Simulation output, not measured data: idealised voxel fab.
Presented below is a process module, voxel ribs on slabs.
Pictured: cross-section cut, 290 nm wide, on a grid of 5 nm square cells.
In what follows, cross-sections appear as grids of square cells, described through bands that run from the top down, where every band is one or more rows of cells.
This entry defines a band. It first specifies the height of the band's top and the height of its bottom in nm, and then specifies the band's materials from left to right, stating each material with its width in nm. The word "full width" identifies a single material that fills the band from edge to edge, while the word "air" identifies empty space.
Below 0: as-received wafer, all one material; heights counted from there. Lowest band: no bottom, goes on down, written "0 and below".
Note: "30 to 40" means the width goes from the first number (top row of the band) to the second number (bottom row) in equal steps per row of cells.
"nothing changed" (step): cross-section cells unchanged, all of them.
"Enclosed empty spaces": empty spaces of 8 cells or more with no open way to the top, each given as width x height at distance, distance from the left edge, all in nm.
That trailing text on a step's line, after the settings, is the simulator's own remark on the step.
overlay nm: where the mask lay relative to plan, measured to the right, on steps with a mask; negatives go left.

**Below is the list of planned process steps**
- 1: RECEIVE | material Si
- 2: DIRECTIONAL_DEP | material SiO2 | thk nm 30
- 3: DIRECTIONAL_DEP | material SiN | thk nm 15
- 4: MASKED_ETCH | tone cover | mask id RIB | width nm 25 | etch materials SiN | depth nm 10 | overlay nm 0
- 5: MASKED_ETCH | tone cover | mask id SLAB | width nm 65 | etch materials SiN | depth nm 5 | overlay nm 0
- 6: FILL_DEP | material SiO2 | thk nm 15
- 7: CMP | height nm 55
- 8: DIRECTIONAL_DEP | material TiN | thk nm 10
- 9: DIRECTIONAL_DEP | material aC | thk nm 10
- 10: PATTERN | tone cover | mask id HEATER | material resist | width nm 35 | thk nm 25 | overlay nm 0
- 11: DIRECTIONAL_ETCH | etch materials aC | depth nm 10
- 12: STRIP | etch materials resist
- 13: DIRECTIONAL_ETCH | etch materials TiN | depth nm 10
- 14: STRIP | etch materials aC
- 15: CONFORMAL_DEP | material SiO2 | thk nm 5

**Run as planned: first of two wafers**

**As-received state of the wafer in cross-section, equivalent to post-step 1**
> 0 and below  Si full width
> Enclosed empty spaces: none

**Sectional view: wafer, after step 2**
> 30 down to 0  SiO2 full width
> Under the height 0 nothing was changed.

**Sectional view: wafer, after step 3**
> 45 down to 30  SiN full width
> Under the height 30 nothing was changed.

**Sectional view: wafer, after step 4**
> 45 down to 35  130 air; 25 SiN; 135 air
> Under the height 35 nothing was changed.

**Sectional view: wafer, after step 5**
> 45 down to 35  130 air; 25 SiN; 135 air
> 35 down to 30  110 air; 65 SiN; 115 air
> Under the height 30 nothing was changed.

**Sectional view: wafer, after step 6**
> 60 down to 45  SiO2 full width
> 45 down to 35  130 SiO2; 25 SiN; 135 SiO2
> 35 down to 30  110 SiO2; 65 SiN; 115 SiO2
> Under the height 30 nothing was changed.

**Sectional view: wafer, after step 7**
> 55 down to 45  SiO2 full width
> Under the height 45 nothing was changed.

**Sectional view: wafer, after step 8**
> 65 down to 55  TiN full width
> Under the height 55 nothing was changed.

**Sectional view: wafer, after step 9**
> 75 down to 65  aC full width
> Under the height 65 nothing was changed.

**Sectional view: wafer, after step 10**
> 100 down to 75  125 air; 35 resist; 130 air
> Under the height 75 nothing was changed.

**Sectional view: wafer, after step 11**
> 90 down to 75  125 air; 35 resist; 130 air
> 75 down to 65  125 air; 35 aC; 130 air
> Under the height 65 nothing was changed.

**Sectional view: wafer, after step 12**
> 75 down to 65  125 air; 35 aC; 130 air
> Under the height 65 nothing was changed.

**Sectional view: wafer, after step 13**
> 75 down to 65  125 air; 35 aC; 130 air
> 65 down to 55  125 air; 35 TiN; 130 air
> Under the height 55 nothing was changed.

**Sectional view: wafer, after step 14**
> 65 down to 55  125 air; 35 TiN; 130 air
> Under the height 55 nothing was changed.

**Sectional view: wafer, after step 15**
> 70 down to 65  120 air; 45 SiO2; 125 air
> 65 down to 60  120 air; 5 SiO2; 35 TiN; 5 SiO2; 125 air
> 60 down to 55  125 SiO2; 35 TiN; 130 SiO2
> Under the height 55 nothing was changed.

**The second wafer: identical to the first at the outset and in its planned sequence, differing only in that one mistake was made during processing; up to and including step 14, its path is the first wafer's path**

**Second wafer, section view, time point: scheduled end of step 15**
> 70 down to 65  120 air; 45 SiN; 125 air
> 65 down to 60  120 air; 5 SiN; 35 TiN; 5 SiN; 125 air
> 60 down to 55  125 SiN; 35 TiN; 130 SiN
> Under the height 55 nothing was changed.
Processing error: rather than as planned, step 15 actually ran as CONFORMAL_DEP | material SiN | thk nm 5
Final cells, second wafer relative to first, materials higher or lower: SiN: 62 more; SiO2: 62 fewer
